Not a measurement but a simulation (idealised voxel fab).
Process module name: voxel ribs on slabs
FYI the section here is cut, 240 nm wide, cells are 5 nm squares.
This document writes a cross-section as a grid whose cells are square, and gives it as bands, listed from the top down; one or more rows of cells form a band.
Top, bottom (nm), then materials left to right with widths (nm); lone material tagged "throughout" fills the whole band edge to edge; "empty" = empty space.
Heights from 0 (as-received wafer is one material below). Bottom band endless downward, as "0 -> down".
When a width is written as two numbers, as in "30 to 40", the first number is the width in the top row of cells of the band and the second is the width in its bottom row, and the width changes by the same amount from each row to the next.
Step note "nothing altered" = no cross-section cell changed.
You'll see "Voids, fully enclosed" listing empty spaces that have no way open to the top, as long as they're 8 cells or more; the notation is width x height at distance, where the distance is from the left edge, and all of it is in nm.
The remark found on a step's line after its settings is issued by the simulator itself and pertains to that step.
overlay nm: right-of-plan distance of the mask on a masked step; negative values mean left-of-plan.
### This section lists the process steps that were planned
1 RECEIVE, material Si
2 DIRECTIONAL_DEP, material SiO2, thk nm 25
3 DIRECTIONAL_DEP, material SiN, thk nm 25
4 PATTERN, tone cover, mask id RIB, material resist, width nm 30, thk nm 20, overlay nm 0
5 DIRECTIONAL_ETCH, etch materials SiN, depth nm 5
6 STRIP, etch materials resist
7 PATTERN, tone cover, mask id SLAB, material resist, width nm 90, thk nm 15, overlay nm 0
8 DIRECTIONAL_ETCH, etch materials SiN, depth nm 20
9 STRIP, etch materials resist
10 FILL_DEP, material SiO2, thk nm 20
11 CMP, height nm 65
12 DIRECTIONAL_DEP, material W, thk nm 5
13 DIRECTIONAL_DEP, material aC, thk nm 10
14 PATTERN, tone cover, mask id HEATER, material resist, width nm 40, thk nm 30, overlay nm 0
15 DIRECTIONAL_ETCH, etch materials aC, depth nm 10
16 STRIP, etch materials resist
17 DIRECTIONAL_ETCH, etch materials W, depth nm 5
18 STRIP, etch materials aC
19 CONFORMAL_DEP, material SiO2, thk nm 5
### First of two wafers, processed according to plan
### Delivered wafer in cross-section: state after step 1
  0 -> down  Si throughout
  Voids, fully enclosed: none
### Presented here is a cross-section of the wafer after step 2 has been performed
  25 -> 0  SiO2 throughout
  Anything lower than 0 is untouched.
### Presented here is a cross-section of the wafer after step 3 has been performed
  50 -> 25  SiN throughout
  Anything lower than 25 is untouched.
### Presented here is a cross-section of the wafer after step 4 has been performed
  70 -> 50  empty (105); resist (30); empty (105)
  Anything lower than 50 is untouched.
### Presented here is a cross-section of the wafer after step 5 has been performed
  70 -> 50  empty (105); resist (30); empty (105)
  50 -> 45  empty (105); SiN (30); empty (105)
  Anything lower than 45 is untouched.
### Presented here is a cross-section of the wafer after step 6 has been performed
  50 -> 45  empty (105); SiN (30); empty (105)
  Anything lower than 45 is untouched.
### Presented here is a cross-section of the wafer after step 7 has been performed
  65 -> 50  empty (75); resist (90); empty (75)
  50 -> 45  empty (75); resist (30); SiN (30); resist (30); empty (75)
  Anything lower than 45 is untouched.
### Presented here is a cross-section of the wafer after step 8 has been performed
  65 -> 50  empty (75); resist (90); empty (75)
  50 -> 45  empty (75); resist (30); SiN (30); resist (30); empty (75)
  45 -> 25  empty (75); SiN (90); empty (75)
  Anything lower than 25 is untouched.
### Presented here is a cross-section of the wafer after step 9 has been performed
  50 -> 45  empty (105); SiN (30); empty (105)
  Anything lower than 45 is untouched.
### Presented here is a cross-section of the wafer after step 10 has been performed
  70 -> 50  SiO2 throughout
  50 -> 45  SiO2 (105); SiN (30); SiO2 (105)
  45 -> 25  SiO2 (75); SiN (90); SiO2 (75)
  Anything lower than 25 is untouched.
### Presented here is a cross-section of the wafer after step 11 has been performed
  65 -> 50  SiO2 throughout
  Anything lower than 50 is untouched.
### Presented here is a cross-section of the wafer after step 12 has been performed
  70 -> 65  W throughout
  Anything lower than 65 is untouched.
### Presented here is a cross-section of the wafer after step 13 has been performed
  80 -> 70  aC throughout
  Anything lower than 70 is untouched.
### Presented here is a cross-section of the wafer after step 14 has been performed
  110 -> 80  empty (100); resist (40); empty (100)
  Anything lower than 80 is untouched.
### Presented here is a cross-section of the wafer after step 15 has been performed
  100 -> 80  empty (100); resist (40); empty (100)
  80 -> 70  empty (100); aC (40); empty (100)
  Anything lower than 70 is untouched.
### Presented here is a cross-section of the wafer after step 16 has been performed
  80 -> 70  empty (100); aC (40); empty (100)
  Anything lower than 70 is untouched.
### Presented here is a cross-section of the wafer after step 17 has been performed
  80 -> 70  empty (100); aC (40); empty (100)
  70 -> 65  empty (100); W (40); empty (100)
  Anything lower than 65 is untouched.
### Presented here is a cross-section of the wafer after step 18 has been performed
  70 -> 65  empty (100); W (40); empty (100)
  Anything lower than 65 is untouched.
### Presented here is a cross-section of the wafer after step 19 has been performed
  75 -> 70  empty (95); SiO2 (50); empty (95)
  70 -> 65  SiO2 (100); W (40); SiO2 (100)
  Anything lower than 65 is untouched.
### Second wafer: same start and same plan as the first, one execution error; identical to the first through step 1
### Cross-section of the second wafer when, according to plan, step 2 should have finished
  25 -> 0  SiN throughout
  Anything lower than 0 is untouched.
### Cross-section of the second wafer when, according to plan, step 3 should have finished
  50 -> 25  SiO2 throughout
  Anything lower than 25 is untouched.
### Cross-section of the second wafer when, according to plan, step 4 should have finished
  70 -> 50  empty (105); resist (30); empty (105)
  Anything lower than 50 is untouched.
Cross-section of the second wafer when, according to plan, step 5 should have finished: nothing altered
### Cross-section of the second wafer when, according to plan, step 6 should have finished
  50 -> 25  SiO2 throughout
  Anything lower than 25 is untouched.
### Cross-section of the second wafer when, according to plan, step 7 should have finished
  65 -> 50  empty (75); resist (90); empty (75)
  Anything lower than 50 is untouched.
Cross-section of the second wafer when, according to plan, step 8 should have finished: nothing altered
### Cross-section of the second wafer when, according to plan, step 9 should have finished
  50 -> 25  SiO2 throughout
  Anything lower than 25 is untouched.
### Cross-section of the second wafer when, according to plan, step 10 should have finished
  70 -> 25  SiO2 throughout
  Anything lower than 25 is untouched.
### Cross-section of the second wafer when, according to plan, step 11 should have finished
  65 -> 25  SiO2 throughout
  Anything lower than 25 is untouched.
### Cross-section of the second wafer when, according to plan, step 12 should have finished
  70 -> 65  W throughout
  Anything lower than 65 is untouched.
### Cross-section of the second wafer when, according to plan, step 13 should have finished
  80 -> 70  aC throughout
  Anything lower than 70 is untouched.
### Cross-section of the second wafer when, according to plan, step 14 should have finished
  110 -> 80  empty (100); resist (40); empty (100)
  Anything lower than 80 is untouched.
### Cross-section of the second wafer when, according to plan, step 15 should have finished
  100 -> 80  empty (100); resist (40); empty (100)
  80 -> 70  empty (100); aC (40); empty (100)
  Anything lower than 70 is untouched.
### Cross-section of the second wafer when, according to plan, step 16 should have finished
  80 -> 70  empty (100); aC (40); empty (100)
  Anything lower than 70 is untouched.
### Cross-section of the second wafer when, according to plan, step 17 should have finished
  80 -> 70  empty (100); aC (40); empty (100)
  70 -> 65  empty (100); W (40); empty (100)
  Anything lower than 65 is untouched.
### Cross-section of the second wafer when, according to plan, step 18 should have finished
  70 -> 65  empty (100); W (40); empty (100)
  Anything lower than 65 is untouched.
### Cross-section of the second wafer when, according to plan, step 19 should have finished
  75 -> 70  empty (95); SiO2 (50); empty (95)
  70 -> 65  SiO2 (100); W (40); SiO2 (100)
  Anything lower than 65 is untouched.
what went wrong: steps 2 and 3: order swapped relative to plan
Wrapping up, a cell-based count of both wafers puts the second over or under the first for these materials: SiN +162 | SiO2 -162
